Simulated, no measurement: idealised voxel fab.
Process module name: voxel fin reveal
Cross-sectional view cut (width: 275 nm; square cell size: 5 nm).
Notation: cross-section as square-cell grid; stated in bands, top first, going down; one or more cell rows per band.
A band entry consists of two parts. The first gives the height of the band's top and the height of its bottom, in nm. The rest lists the band's materials from left to right, each with its width in nm. A single material labelled with the word "full width" fills the band from edge to edge, and the word "air" marks empty space.
Zero point of the height axis is 0; under it, received wafer = one material. Lowest band: continues down indefinitely, "0 -> down".
A width such as "30->40" changes by the same amount from each row of cells to the next, from the band's top row to its bottom row.
What does "no alterations made" mean for a step? It means no cell of the cross-section changed in that step.
Empty spaces counting at least 8 cells and having no open way to the top are listed in "Closed void roster". The notation width x height at distance is used for each, the distance being from the left edge and all three values in nm.
Whatever follows a step's settings on its line is a remark the simulator itself makes about that step.
overlay nm: right-of-plan distance of the mask on a masked step; negative values mean left-of-plan.

## Steps in the process plan
- 1: RECEIVE [material Si]
- 2: CONFORMAL_DEP [material SiN] [thk nm 5]
- 3: PATTERN [tone cover] [mask id FINS] [material resist] [width nm 15] [pitch nm 35] [thk nm 20] [overlay nm 0]
- 4: DIRECTIONAL_ETCH [etch materials SiN] [depth nm 5]
- 5: DIRECTIONAL_ETCH [etch materials Si] [depth nm 30]
- 6: STRIP [etch materials resist]
- 7: FILL_DEP [material SiO2] [thk nm 5]
- 8: CMP [height nm 5]
- 9: SELECTIVE_ETCH [etch materials SiO2] [depth nm 15]
- 10: STRIP [etch materials SiN]

## First of two wafers - as planned

## Cross-section: wafer on arrival = after step 1
    0 -> down | Si full width
    Closed void roster: none

## Sectional view: wafer, after step 2
    5 -> 0 | SiN full width
    Everything under 0 stays put, no change at all.

## Sectional view: wafer, after step 3
    25 -> 5 | air=95 / resist=15 / air=20 / resist=15 / air=20 / resist=15 / air=95
    Everything under 5 stays put, no change at all.

## Sectional view: wafer, after step 4
    25 -> 5 | air=95 / resist=15 / air=20 / resist=15 / air=20 / resist=15 / air=95
    5 -> 0 | air=95 / SiN=15 / air=20 / SiN=15 / air=20 / SiN=15 / air=95
    Everything under 0 stays put, no change at all.

## Sectional view: wafer, after step 5
    25 -> 5 | air=95 / resist=15 / air=20 / resist=15 / air=20 / resist=15 / air=95
    5 -> 0 | air=95 / SiN=15 / air=20 / SiN=15 / air=20 / SiN=15 / air=95
    0 -> -30 | air=95 / Si=15 / air=20 / Si=15 / air=20 / Si=15 / air=95
    Everything under -30 stays put, no change at all.

## Sectional view: wafer, after step 6
    5 -> 0 | air=95 / SiN=15 / air=20 / SiN=15 / air=20 / SiN=15 / air=95
    Everything under 0 stays put, no change at all.

## Sectional view: wafer, after step 7
    10 -> 5 | SiO2 full width
    5 -> 0 | SiO2=95 / SiN=15 / SiO2=20 / SiN=15 / SiO2=20 / SiN=15 / SiO2=95
    0 -> -30 | SiO2=95 / Si=15 / SiO2=20 / Si=15 / SiO2=20 / Si=15 / SiO2=95
    Everything under -30 stays put, no change at all.

## Sectional view: wafer, after step 8
    5 -> 0 | SiO2=95 / SiN=15 / SiO2=20 / SiN=15 / SiO2=20 / SiN=15 / SiO2=95
    Everything under 0 stays put, no change at all.

## Sectional view: wafer, after step 9
    5 -> 0 | air=95 / SiN=15 / air=20 / SiN=15 / air=20 / SiN=15 / air=95
    0 -> -10 | air=95 / Si=15 / air=20 / Si=15 / air=20 / Si=15 / air=95
    Everything under -10 stays put, no change at all.

## Sectional view: wafer, after step 10
    0 -> -10 | air=95 / Si=15 / air=20 / Si=15 / air=20 / Si=15 / air=95
    Everything under -10 stays put, no change at all.

## The Second Wafer: Common Origin and Plan, One Mistake in Execution, Identical to the First Through Step 2

## Second wafer at the planned finish of step 3, seen in cross-section
    25 -> 5 | air=105 / resist=15 / air=20 / resist=15 / air=20 / resist=15 / air=85
    Everything under 5 stays put, no change at all.

## Second wafer at the planned finish of step 4, seen in cross-section
    25 -> 5 | air=105 / resist=15 / air=20 / resist=15 / air=20 / resist=15 / air=85
    5 -> 0 | air=105 / SiN=15 / air=20 / SiN=15 / air=20 / SiN=15 / air=85
    Everything under 0 stays put, no change at all.

## Second wafer at the planned finish of step 5, seen in cross-section
    25 -> 5 | air=105 / resist=15 / air=20 / resist=15 / air=20 / resist=15 / air=85
    5 -> 0 | air=105 / SiN=15 / air=20 / SiN=15 / air=20 / SiN=15 / air=85
    0 -> -30 | air=105 / Si=15 / air=20 / Si=15 / air=20 / Si=15 / air=85
    Everything under -30 stays put, no change at all.

## Second wafer at the planned finish of step 6, seen in cross-section
    5 -> 0 | air=105 / SiN=15 / air=20 / SiN=15 / air=20 / SiN=15 / air=85
    Everything under 0 stays put, no change at all.

## Second wafer at the planned finish of step 7, seen in cross-section
    10 -> 5 | SiO2 full width
    5 -> 0 | SiO2=105 / SiN=15 / SiO2=20 / SiN=15 / SiO2=20 / SiN=15 / SiO2=85
    0 -> -30 | SiO2=105 / Si=15 / SiO2=20 / Si=15 / SiO2=20 / Si=15 / SiO2=85
    Everything under -30 stays put, no change at all.

## Second wafer at the planned finish of step 8, seen in cross-section
    5 -> 0 | SiO2=105 / SiN=15 / SiO2=20 / SiN=15 / SiO2=20 / SiN=15 / SiO2=85
    Everything under 0 stays put, no change at all.

## Second wafer at the planned finish of step 9, seen in cross-section
    5 -> 0 | air=105 / SiN=15 / air=20 / SiN=15 / air=20 / SiN=15 / air=85
    0 -> -10 | air=105 / Si=15 / air=20 / Si=15 / air=20 / Si=15 / air=85
    Everything under -10 stays put, no change at all.

## Second wafer at the planned finish of step 10, seen in cross-section
    0 -> -10 | air=105 / Si=15 / air=20 / Si=15 / air=20 / Si=15 / air=85
    Everything under -10 stays put, no change at all.
It is concluded that the wafer was processed incorrectly with respect to the plan, in that step 3 ran differently from the plan; actual operation with settings: PATTERN [tone cover] [mask id FINS] [material resist] [width nm 15] [pitch nm 35] [thk nm 20] [overlay nm 10]
At the end, the second wafer has the same number of cells of each material as the first, but those cells sit in other places.
